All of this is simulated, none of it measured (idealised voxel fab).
The following process module bears the name voxel double patterning.
The figure presents cross-section cut, which has a width of 210 nm and is divided into square cells with an edge length of 5 nm.
Cross-section = grid of square cells, listed top down in bands; band = one or more rows.
Top height, bottom height, nm. Materials left to right, width each, nm. Single material + "full width" = fills band edge to edge. "empty" = empty.
It should be noted that heights are counted from 0, beneath which the wafer as supplied is of one material throughout, and that the lowest band possesses no lower boundary but continues downward, as written in "z 0 and below".
The width entry "30 to 40" should be interpreted row by row: the top row of cells in the band takes the first number, the bottom row takes the second number, and the change between adjacent rows is uniform throughout.
For the purposes of this document, the phrase "no alterations made" attached to a step denotes that no cell within the cross-section was modified by that step.
"Sealed internal cavities": sealed empty spaces, 8 cells or more, no open way to top, listed width x height at distance, with distance from the left edge and width, height and distance in nm.
Read whatever lies past the settings on a step's line as the simulator's own remark about the step.
Among the settings permitted on a step's line is "overlay nm"; applied to a step with a mask, it specifies the extent to which the mask lay to the right of its planned position, whereas a negative figure signifies a position to the left.
-- List of planned process steps
- 1: RECEIVE,material Si
- 2: CONFORMAL_DEP,material SiO2,thk nm 10
- 3: DIRECTIONAL_DEP,material polySi,thk nm 10
- 4: DIRECTIONAL_DEP,material SiN,thk nm 5
- 5: PATTERN,tone open,mask id FIRST,material resist,width nm 15,pitch nm 50,thk nm 15,overlay nm 0
- 6: DIRECTIONAL_ETCH,etch materials SiN,depth nm 5
- 7: STRIP,etch materials resist
- 8: DIRECTIONAL_DEP,material aC,thk nm 10
- 9: PATTERN,tone open,mask id SECOND,material resist,width nm 15,pitch nm 50,thk nm 25,overlay nm 0
- 10: DIRECTIONAL_ETCH,etch materials aC,depth nm 10
- 11: STRIP,etch materials resist
- 12: DIRECTIONAL_ETCH,etch materials SiN,depth nm 5
- 13: STRIP,etch materials aC
- 14: DIRECTIONAL_ETCH,etch materials polySi,depth nm 10
- 15: STRIP,etch materials SiN
-- first wafer, as planned
-- As-received state of the wafer in cross-section, equivalent to post-step 1
> z 0 and below | Si full width
> Sealed internal cavities: none
-- Presented here is a cross-section of the wafer after step 2 has been performed
> z 10 to 0 | SiO2 full width
> Below a height of 0, the structure has not been altered.
-- Presented here is a cross-section of the wafer after step 3 has been performed
> z 20 to 10 | polySi full width
> Below a height of 10, the structure has not been altered.
-- Presented here is a cross-section of the wafer after step 4 has been performed
> z 25 to 20 | SiN full width
> Below a height of 20, the structure has not been altered.
-- Presented here is a cross-section of the wafer after step 5 has been performed
> z 40 to 25 | 45 of resist  15 of empty  35 of resist  15 of empty  35 of resist  15 of empty  50 of resist
> Below a height of 25, the structure has not been altered.
-- Presented here is a cross-section of the wafer after step 6 has been performed
> z 40 to 25 | 45 of resist  15 of empty  35 of resist  15 of empty  35 of resist  15 of empty  50 of resist
> z 25 to 20 | 45 of SiN  15 of empty  35 of SiN  15 of empty  35 of SiN  15 of empty  50 of SiN
> Below a height of 20, the structure has not been altered.
-- Presented here is a cross-section of the wafer after step 7 has been performed
> z 25 to 20 | 45 of SiN  15 of empty  35 of SiN  15 of empty  35 of SiN  15 of empty  50 of SiN
> Below a height of 20, the structure has not been altered.
-- Presented here is a cross-section of the wafer after step 8 has been performed
> z 35 to 30 | 45 of aC  15 of empty  35 of aC  15 of empty  35 of aC  15 of empty  50 of aC
> z 30 to 25 | aC full width
> z 25 to 20 | 45 of SiN  15 of aC  35 of SiN  15 of aC  35 of SiN  15 of aC  50 of SiN
> Below a height of 20, the structure has not been altered.
-- Presented here is a cross-section of the wafer after step 9 has been performed
> z 60 to 35 | 70 of resist  15 of empty  35 of resist  15 of empty  75 of resist
> z 35 to 30 | 45 of aC  15 of resist  35 of aC  15 of resist  35 of aC  15 of resist  50 of aC
> Below a height of 30, the structure has not been altered.
-- Presented here is a cross-section of the wafer after step 10 has been performed
> z 50 to 35 | 70 of resist  15 of empty  35 of resist  15 of empty  75 of resist
> z 35 to 30 | 45 of aC  15 of resist  10 of aC  15 of empty  10 of aC  15 of resist  10 of aC  15 of empty  10 of aC  15 of resist  50 of aC
> z 30 to 25 | 70 of aC  15 of empty  35 of aC  15 of empty  75 of aC
> Below a height of 25, the structure has not been altered.
-- Presented here is a cross-section of the wafer after step 11 has been performed
> z 35 to 30 | 45 of aC  15 of empty  10 of aC  15 of empty  10 of aC  15 of empty  10 of aC  15 of empty  10 of aC  15 of empty  50 of aC
> Below a height of 30, the structure has not been altered.
-- Presented here is a cross-section of the wafer after step 12 has been performed
> z 35 to 30 | 45 of aC  15 of empty  10 of aC  15 of empty  10 of aC  15 of empty  10 of aC  15 of empty  10 of aC  15 of empty  50 of aC
> z 30 to 25 | 70 of aC  15 of empty  35 of aC  15 of empty  75 of aC
> z 25 to 20 | 45 of SiN  15 of aC  10 of SiN  15 of empty  10 of SiN  15 of aC  10 of SiN  15 of empty  10 of SiN  15 of aC  50 of SiN
> Below a height of 20, the structure has not been altered.
-- Presented here is a cross-section of the wafer after step 13 has been performed
> z 25 to 20 | 45 of SiN  15 of empty  10 of SiN  15 of empty  10 of SiN  15 of empty  10 of SiN  15 of empty  10 of SiN  15 of empty  50 of SiN
> Below a height of 20, the structure has not been altered.
-- Presented here is a cross-section of the wafer after step 14 has been performed
> z 25 to 20 | 45 of SiN  15 of empty  10 of SiN  15 of empty  10 of SiN  15 of empty  10 of SiN  15 of empty  10 of SiN  15 of empty  50 of SiN
> z 20 to 10 | 45 of polySi  15 of empty  10 of polySi  15 of empty  10 of polySi  15 of empty  10 of polySi  15 of empty  10 of polySi  15 of empty  50 of polySi
> Below a height of 10, the structure has not been altered.
-- Presented here is a cross-section of the wafer after step 15 has been performed
> z 20 to 10 | 45 of polySi  15 of empty  10 of polySi  15 of empty  10 of polySi  15 of empty  10 of polySi  15 of empty  10 of polySi  15 of empty  50 of polySi
> Below a height of 10, the structure has not been altered.
-- Now the other wafer: same start, same recipe, but we messed up one thing when running it. Up to and including step 8 it's the same as the first one
-- What the second wafer looks like in cross-section when step 9 should have wrapped up
> z 60 to 35 | 60 of resist  15 of empty  35 of resist  15 of empty  85 of resist
> z 35 to 30 | 45 of aC  15 of resist  35 of aC  15 of resist  35 of aC  15 of resist  50 of aC
> Below a height of 30, the structure has not been altered.
-- What the second wafer looks like in cross-section when step 10 should have wrapped up
> z 50 to 35 | 60 of resist  15 of empty  35 of resist  15 of empty  85 of resist
> z 35 to 30 | 45 of aC  15 of resist  15 of empty  20 of aC  15 of resist  15 of empty  20 of aC  15 of resist  50 of aC
> z 30 to 25 | 60 of aC  15 of empty  35 of aC  15 of empty  85 of aC
> Below a height of 25, the structure has not been altered.
-- What the second wafer looks like in cross-section when step 11 should have wrapped up
> z 35 to 30 | 45 of aC  30 of empty  20 of aC  30 of empty  20 of aC  15 of empty  50 of aC
> Below a height of 30, the structure has not been altered.
-- What the second wafer looks like in cross-section when step 12 should have wrapped up
> z 35 to 30 | 45 of aC  30 of empty  20 of aC  30 of empty  20 of aC  15 of empty  50 of aC
> z 30 to 25 | 60 of aC  15 of empty  35 of aC  15 of empty  85 of aC
> z 25 to 20 | 45 of SiN  15 of aC  15 of empty  20 of SiN  15 of aC  15 of empty  20 of SiN  15 of aC  50 of SiN
> Below a height of 20, the structure has not been altered.
-- What the second wafer looks like in cross-section when step 13 should have wrapped up
> z 25 to 20 | 45 of SiN  30 of empty  20 of SiN  30 of empty  20 of SiN  15 of empty  50 of SiN
> Below a height of 20, the structure has not been altered.
-- What the second wafer looks like in cross-section when step 14 should have wrapped up
> z 25 to 20 | 45 of SiN  30 of empty  20 of SiN  30 of empty  20 of SiN  15 of empty  50 of SiN
> z 20 to 10 | 45 of polySi  30 of empty  20 of polySi  30 of empty  20 of polySi  15 of empty  50 of polySi
> Below a height of 10, the structure has not been altered.
-- What the second wafer looks like in cross-section when step 15 should have wrapped up
> z 20 to 10 | 45 of polySi  30 of empty  20 of polySi  30 of empty  20 of polySi  15 of empty  50 of polySi
> Below a height of 10, the structure has not been altered.
Nonconformance to the process plan: contrary to plan, step 9 was performed as PATTERN,tone open,mask id SECOND,material resist,width nm 15,pitch nm 50,thk nm 25,overlay nm -10
Final state: per-material cell counts identical on both wafers; locations differ.
